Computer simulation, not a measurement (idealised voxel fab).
The process module presented herein is designated voxel transistor to metal.
Xsec cut, 300 nm wide, square cell size 5 nm.
In what follows, cross-sections appear as grids of square cells, described through bands that run from the top down, where every band is one or more rows of cells. A band entry consists of two parts. The first gives the height of the band's top and the height of its bottom, in nm. The rest lists the band's materials from left to right, each with its width in nm. A single material labelled with the word "full width" fills the band from edge to edge, and the word "empty" marks empty space. The reference from which all heights are counted is 0, the level beneath which the as-received wafer is entirely one material; the lowest band, having no lower bound, proceeds downward and is written after the example "top 0, no bottom". So if you see something like "30->40" for the width, read it as the top row of the band sitting at the first number and the bottom row at the second, with every row in between moving by the same amount as the last. Take "all unchanged" at face value: in the step it is given for, the cross-section changed in none of its cells. Basically, "Closed void catalog" tells you about the enclosed voids: empty spaces with no open way to the top, 8 cells or bigger, each written width x height at distance, where distance is from the left edge, all in nm. after a step's settings: what the simulator itself notes on the step. On any step carrying a mask, the "overlay nm" setting, if present on the step's line, tells how far right of its planned place the mask lay; negative values point to the left.
-- Process steps (planned)
| 1 | RECEIVE (material Si) |
| 2 | CONFORMAL_DEP (material SiO2; thk nm 5) |
| 3 | CONFORMAL_DEP (material SiN; thk nm 10) |
| 4 | PATTERN (tone cover; mask id ACTIVE; material resist; width nm 100; pitch nm 125; thk nm 20; overlay nm 0) |
| 5 | DIRECTIONAL_ETCH (etch materials SiN; depth nm 10) |
| 6 | DIRECTIONAL_ETCH (etch materials SiO2; depth nm 5) |
| 7 | DIRECTIONAL_ETCH (etch materials Si; depth nm 20) |
| 8 | STRIP (etch materials resist) |
| 9 | FILL_DEP (material SiO2; thk nm 5) |
| 10 | CMP (height nm 15) |
| 11 | SELECTIVE_ETCH (etch materials SiO2; depth nm 5) |
| 12 | STRIP (etch materials SiN) |
| 13 | SELECTIVE_ETCH (etch materials SiO2; depth nm 5) |
| 14 | OXIDIZE (depth nm 5) |
| 15 | DIRECTIONAL_DEP (material polySi; thk nm 25) |
| 16 | DIRECTIONAL_DEP (material SiCN; thk nm 10) |
| 17 | PATTERN (tone cover; mask id GATE; material resist; width nm 20; pitch nm 125; thk nm 20; overlay nm 0) |
| 18 | DIRECTIONAL_ETCH (etch materials SiCN; depth nm 20) |
| 19 | DIRECTIONAL_ETCH (etch materials polySi; depth nm 35) |
| 20 | STRIP (etch materials resist) |
| 21 | CONFORMAL_DEP (material SiN; thk nm 10) |
| 22 | DIRECTIONAL_ETCH (etch materials SiN; depth nm 10) |
| 23 | DIRECTIONAL_ETCH (etch materials SiO2; depth nm 5) |
| 24 | EPI (material nSi; thk nm 5) |
| 25 | FILL_DEP (material SiO2; thk nm 5) |
| 26 | CMP (height nm 35) |
| 27 | DIRECTIONAL_DEP (material SiO2; thk nm 10) |
| 28 | PATTERN (tone open; mask id CONTACT; material resist; width nm 25; thk nm 20; overlay nm 0) |
| 29 | DIRECTIONAL_ETCH (etch materials SiO2; depth nm 45) |
| 30 | STRIP (etch materials resist) |
| 31 | CONFORMAL_DEP (material TiN; thk nm 5) |
| 32 | FILL_DEP (material W; thk nm 5) |
| 33 | CMP (height nm 45) |
| 34 | DIRECTIONAL_DEP (material TiN; thk nm 5) |
| 35 | DIRECTIONAL_DEP (material Ru; thk nm 25) |
| 36 | MASKED_ETCH (tone cover; mask id METAL_1; width nm 15; etch materials Ru; depth nm 25; overlay nm 0) |
| 37 | MASKED_ETCH (tone cover; mask id METAL_1; width nm 15; etch materials TiN; depth nm 5; overlay nm 0) |
| 38 | FILL_DEP (material SiO2; thk nm 5) |
| 39 | CMP (height nm 75) |
| 40 | CONFORMAL_DEP (material SiN; thk nm 5) |
-- Incoming wafer in cross-section (state: after step 1)
    top 0, no bottom = Si full width
    Closed void catalog: none
-- Same starting wafer, same plan as above, one mistake in the execution; this is the cross-section at the end of the module
    top 70, bottom 65 = SiN full width
    top 65, bottom 50 = 45 nm SiO2; 15 nm Ru; 50 nm SiO2; 15 nm Ru; 45 nm SiO2; 15 nm Ru; 50 nm SiO2; 15 nm Ru; 50 nm SiO2
    top 50, bottom 45 = 45 nm SiO2; 15 nm TiN; 50 nm SiO2; 15 nm TiN; 45 nm SiO2; 15 nm TiN; 50 nm SiO2; 15 nm TiN; 50 nm SiO2
    top 45, bottom 35 = 45 nm SiO2; 5 nm TiN; 15->10 nm W; 5->10 nm TiN; 30 nm SiO2; 5->10 nm TiN; 15->10 nm W; 5 nm TiN; 45 nm SiO2; 5 nm TiN; 15->10 nm W; 5->10 nm TiN; 30 nm SiO2; 5->10 nm TiN; 15->10 nm W; 5 nm TiN; 50 nm SiO2
    top 35, bottom 25 = 45 nm SiO2; 5 nm TiN; 10 nm W; 5 nm TiN; 10 nm SiN; 20 nm SiCN; 10 nm SiN; 5 nm TiN; 10 nm W; 5 nm TiN; 45 nm SiO2; 5 nm TiN; 10 nm W; 5 nm TiN; 10 nm SiN; 20 nm SiCN; 10 nm SiN; 5 nm TiN; 10 nm W; 5 nm TiN; 50 nm SiO2
    top 25, bottom 5 = 45 nm SiO2; 5 nm TiN; 10 nm W; 5 nm TiN; 10 nm SiN; 20 nm polySi; 10 nm SiN; 5 nm TiN; 10 nm W; 5 nm TiN; 45 nm SiO2; 5 nm TiN; 10 nm W; 5 nm TiN; 10 nm SiN; 20 nm polySi; 10 nm SiN; 5 nm TiN; 10 nm W; 5 nm TiN; 50 nm SiO2
    top 5, bottom 0 = 30 nm SiO2; 10 nm SiN; 5 nm SiO2; 20 nm TiN; 10 nm SiN; 20 nm polySi; 10 nm SiN; 20 nm TiN; 5 nm SiO2; 10 nm SiN; 15 nm SiO2; 10 nm SiN; 5 nm SiO2; 20 nm TiN; 10 nm SiN; 20 nm polySi; 10 nm SiN; 20 nm TiN; 5 nm SiO2; 10 nm SiN; 35 nm SiO2
    top 0, bottom -5 = 40 nm SiO2; 25 nm nSi; 40 nm SiO2; 25 nm nSi; 35 nm SiO2; 25 nm nSi; 40 nm SiO2; 25 nm nSi; 45 nm SiO2
    top -5, bottom -20 = 35 nm SiO2; 100 nm Si; 25 nm SiO2; 100 nm Si; 40 nm SiO2
    top -20, no bottom = Si full width
    Closed void catalog: none
Short version of what went wrong: contrary to plan, step 39 was performed as CMP (height nm 65)
